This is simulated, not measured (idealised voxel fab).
You're looking at the process module voxel transistor to metal.
280 nm wide, 5 nm square cells: that's cross-section cut.
In what follows, cross-sections appear as grids of square cells, described through bands that run from the top down, where every band is one or more rows of cells. Band entry format. Leading values: height of top, height of bottom, nm. Remainder: materials in left-to-right order, each with its width in nm. Special words: "everywhere" on a single material, which then fills the band edge to edge; "air", empty space. Ref level 0: as-received wafer is one material below here. Bottom band extends down with no lower bound ("0 nm and below"). The two numbers in a width such as "30 to 40" mark its ends across the band: the first belongs to the top row of cells, the second to the bottom row, and from each row to the next the width moves by the same amount. Where a step carries "no change", the cross-section came out of it unchanged, cell for cell. Look at "Closed void roster" for the closed voids: empty spaces with no open path to the top, sized 8 cells or up. Each is width x height at distance, distance from the left edge, all nm. Heads up: the bit after the settings on a step's line is the simulator's remark on that step. overlay nm, on a step with a mask: how far to the right of its planned place the mask lay; to the left if negative.

The planned process steps are enumerated hereunder
1) RECEIVE,material Si
2) OXIDIZE,depth nm 5
3) CONFORMAL_DEP,material SiN,thk nm 10
4) MASKED_ETCH,tone cover,mask id ACTIVE,width nm 110,pitch nm 135,etch materials SiN,depth nm 10,overlay nm 0
5) MASKED_ETCH,tone cover,mask id ACTIVE,width nm 110,pitch nm 135,etch materials SiO2,depth nm 5,overlay nm 0
6) MASKED_ETCH,tone cover,mask id ACTIVE,width nm 110,pitch nm 135,etch materials Si,depth nm 35,overlay nm 0
7) FILL_DEP,material SiO2,thk nm 10
8) CMP,height nm 10
9) SELECTIVE_ETCH,etch materials SiO2,depth nm 10
10) STRIP,etch materials SiN
11) SELECTIVE_ETCH,etch materials SiO2,depth nm 5
12) OXIDIZE,depth nm 5
13) DIRECTIONAL_DEP,material polySi,thk nm 20
14) DIRECTIONAL_DEP,material SiCN,thk nm 10
15) PATTERN,tone cover,mask id GATE,material resist,width nm 30,pitch nm 135,thk nm 15,overlay nm 0
16) DIRECTIONAL_ETCH,etch materials SiCN,depth nm 20
17) DIRECTIONAL_ETCH,etch materials polySi,depth nm 30
18) STRIP,etch materials resist
19) CONFORMAL_DEP,material SiN,thk nm 5
20) DIRECTIONAL_ETCH,etch materials SiN,depth nm 5
21) DIRECTIONAL_ETCH,etch materials SiO2,depth nm 5
22) DIRECTIONAL_ETCH,etch materials Si,depth nm 15
23) EPI,material SiGe,thk nm 15
24) FILL_DEP,material SiO2,thk nm 10
25) CMP,height nm 15
26) STRIP,etch materials polySi
27) SELECTIVE_ETCH,etch materials SiO2,depth nm 5
28) CONFORMAL_DEP,material HfO2,thk nm 5
29) CONFORMAL_DEP,material TiN,thk nm 5
30) FILL_DEP,material W,thk nm 5
31) CMP,height nm 10
32) DIRECTIONAL_DEP,material SiO2,thk nm 10
33) MASKED_ETCH,tone open,mask id CONTACT,width nm 20,etch materials SiO2,depth nm 30,overlay nm 0
34) CONFORMAL_DEP,material TiN,thk nm 5
35) FILL_DEP,material W,thk nm 5
36) CMP,height nm 20
37) DIRECTIONAL_DEP,material TiN,thk nm 5
38) DIRECTIONAL_DEP,material W,thk nm 20
39) PATTERN,tone cover,mask id METAL_1,material resist,width nm 20,thk nm 20,overlay nm 0
40) DIRECTIONAL_ETCH,etch materials W,depth nm 20
41) DIRECTIONAL_ETCH,etch materials TiN,depth nm 5
42) STRIP,etch materials resist
43) CONFORMAL_DEP,material SiCN,thk nm 5
44) FILL_DEP,material SiO2,thk nm 5
45) CMP,height nm 45
46) CONFORMAL_DEP,material SiN,thk nm 5

Incoming wafer, cross-sectional view, post step 1
* 0 nm and below | Si everywhere
* Closed void roster: none

First wafer at the end, as planned
* 50 nm to 45 nm | SiN everywhere
* 45 nm to 25 nm | 15 of SiO2 | 5 of SiCN | 20 of W | 5 of SiCN | 50 of SiO2 | 5 of SiCN | 20 of W | 5 of SiCN | 25 of SiO2 | 5 of SiCN | 20 of W | 5 of SiCN | 50 of SiO2 | 5 of SiCN | 20 of W | 5 of SiCN | 20 of SiO2
* 25 nm to 20 nm | 20 of SiCN | 20 of TiN | 60 of SiCN | 20 of TiN | 35 of SiCN | 20 of TiN | 60 of SiCN | 20 of TiN | 25 of SiCN
* 20 nm to 10 nm | 20 of SiO2 | 5 of TiN | 10 of W | 5 of TiN | 60 of SiO2 | 5 of TiN | 10 of W | 5 of TiN | 35 of SiO2 | 5 of TiN | 10 of W | 5 of TiN | 60 of SiO2 | 5 of TiN | 10 of W | 5 of TiN | 25 of SiO2
* 10 nm to 5 nm | 20 of SiO2 | 5 of TiN | 5 of W | 10 of TiN | 10 of SiO2 | 5 of SiN | 5 of HfO2 | 5 of TiN | 10 of W | 5 of TiN | 5 of HfO2 | 5 of SiN | 10 of SiO2 | 10 of TiN | 5 of W | 5 of TiN | 35 of SiO2 | 5 of TiN | 5 of W | 10 of TiN | 10 of SiO2 | 5 of SiN | 5 of HfO2 | 5 of TiN | 10 of W | 5 of TiN | 5 of HfO2 | 5 of SiN | 10 of SiO2 | 10 of TiN | 5 of W | 5 of TiN | 25 of SiO2
* 5 nm to 0 nm | 20 of SiO2 | 5 of TiN | 5 of W | 5 of TiN | 15 of SiGe | 5 of SiN | 5 of HfO2 | 5 of TiN | 10 of W | 5 of TiN | 5 of HfO2 | 5 of SiN | 15 of SiGe | 5 of TiN | 5 of W | 5 of TiN | 35 of SiO2 | 5 of TiN | 5 of W | 5 of TiN | 15 of SiGe | 5 of SiN | 5 of HfO2 | 5 of TiN | 10 of W | 5 of TiN | 5 of HfO2 | 5 of SiN | 15 of SiGe | 5 of TiN | 5 of W | 5 of TiN | 25 of SiO2
* 0 nm to -5 nm | 20 of SiO2 | 5 of TiN | 5 of W | 5 of TiN | 15 of SiGe | 5 of SiN | 5 of HfO2 | 20 of TiN | 5 of HfO2 | 5 of SiN | 15 of SiGe | 5 of TiN | 5 of W | 5 of TiN | 35 of SiO2 | 5 of TiN | 5 of W | 5 of TiN | 15 of SiGe | 5 of SiN | 5 of HfO2 | 20 of TiN | 5 of HfO2 | 5 of SiN | 15 of SiGe | 5 of TiN | 5 of W | 5 of TiN | 25 of SiO2
* -5 nm to -10 nm | 20 of SiO2 | 15 of TiN | 15 of SiGe | 40 of HfO2 | 15 of SiGe | 15 of TiN | 35 of SiO2 | 15 of TiN | 15 of SiGe | 40 of HfO2 | 15 of SiGe | 15 of TiN | 25 of SiO2
* -10 nm to -25 nm | 15 of SiO2 | 35 of SiGe | 40 of Si | 35 of SiGe | 25 of SiO2 | 35 of SiGe | 40 of Si | 35 of SiGe | 20 of SiO2
* -25 nm to -40 nm | 15 of SiO2 | 110 of Si | 25 of SiO2 | 110 of Si | 20 of SiO2
* -40 nm and below | Si everywhere
* Closed void roster: none

What the second wafer looks like in cross-section once the module is done. Its start and its plan matched the first wafer's exactly; what differed was one mistake in how it was run
* 50 nm to 45 nm | SiN everywhere
* 45 nm to 25 nm | 10 of SiO2 | 5 of SiCN | 20 of W | 5 of SiCN | 50 of SiO2 | 5 of SiCN | 20 of W | 5 of SiCN | 25 of SiO2 | 5 of SiCN | 20 of W | 5 of SiCN | 50 of SiO2 | 5 of SiCN | 20 of W | 5 of SiCN | 25 of SiO2
* 25 nm to 20 nm | 15 of SiCN | 20 of TiN | 60 of SiCN | 20 of TiN | 35 of SiCN | 20 of TiN | 60 of SiCN | 20 of TiN | 30 of SiCN
* 20 nm to 10 nm | 20 of SiO2 | 5 of TiN | 10 of W | 5 of TiN | 60 of SiO2 | 5 of TiN | 10 of W | 5 of TiN | 35 of SiO2 | 5 of TiN | 10 of W | 5 of TiN | 60 of SiO2 | 5 of TiN | 10 of W | 5 of TiN | 25 of SiO2
* 10 nm to 5 nm | 20 of SiO2 | 5 of TiN | 5 of W | 10 of TiN | 10 of SiO2 | 5 of SiN | 5 of HfO2 | 5 of TiN | 10 of W | 5 of TiN | 5 of HfO2 | 5 of SiN | 10 of SiO2 | 10 of TiN | 5 of W | 5 of TiN | 35 of SiO2 | 5 of TiN | 5 of W | 10 of TiN | 10 of SiO2 | 5 of SiN | 5 of HfO2 | 5 of TiN | 10 of W | 5 of TiN | 5 of HfO2 | 5 of SiN | 10 of SiO2 | 10 of TiN | 5 of W | 5 of TiN | 25 of SiO2
* 5 nm to 0 nm | 20 of SiO2 | 5 of TiN | 5 of W | 5 of TiN | 15 of SiGe | 5 of SiN | 5 of HfO2 | 5 of TiN | 10 of W | 5 of TiN | 5 of HfO2 | 5 of SiN | 15 of SiGe | 5 of TiN | 5 of W | 5 of TiN | 35 of SiO2 | 5 of TiN | 5 of W | 5 of TiN | 15 of SiGe | 5 of SiN | 5 of HfO2 | 5 of TiN | 10 of W | 5 of TiN | 5 of HfO2 | 5 of SiN | 15 of SiGe | 5 of TiN | 5 of W | 5 of TiN | 25 of SiO2
* 0 nm to -5 nm | 20 of SiO2 | 5 of TiN | 5 of W | 5 of TiN | 15 of SiGe | 5 of SiN | 5 of HfO2 | 20 of TiN | 5 of HfO2 | 5 of SiN | 15 of SiGe | 5 of TiN | 5 of W | 5 of TiN | 35 of SiO2 | 5 of TiN | 5 of W | 5 of TiN | 15 of SiGe | 5 of SiN | 5 of HfO2 | 20 of TiN | 5 of HfO2 | 5 of SiN | 15 of SiGe | 5 of TiN | 5 of W | 5 of TiN | 25 of SiO2
* -5 nm to -10 nm | 20 of SiO2 | 15 of TiN | 15 of SiGe | 40 of HfO2 | 15 of SiGe | 15 of TiN | 35 of SiO2 | 15 of TiN | 15 of SiGe | 40 of HfO2 | 15 of SiGe | 15 of TiN | 25 of SiO2
* -10 nm to -25 nm | 15 of SiO2 | 35 of SiGe | 40 of Si | 35 of SiGe | 25 of SiO2 | 35 of SiGe | 40 of Si | 35 of SiGe | 20 of SiO2
* -25 nm to -40 nm | 15 of SiO2 | 110 of Si | 25 of SiO2 | 110 of Si | 20 of SiO2
* -40 nm and below | Si everywhere
* Closed void roster: none
Finding, execution versus plan: step 39, actual vs plan mismatch, actual run PATTERN,tone cover,mask id METAL_1,material resist,width nm 20,thk nm 20,overlay nm -5
Tallied in cells, the final second wafer holds each material in the same quantity as the first, although not at the same places.
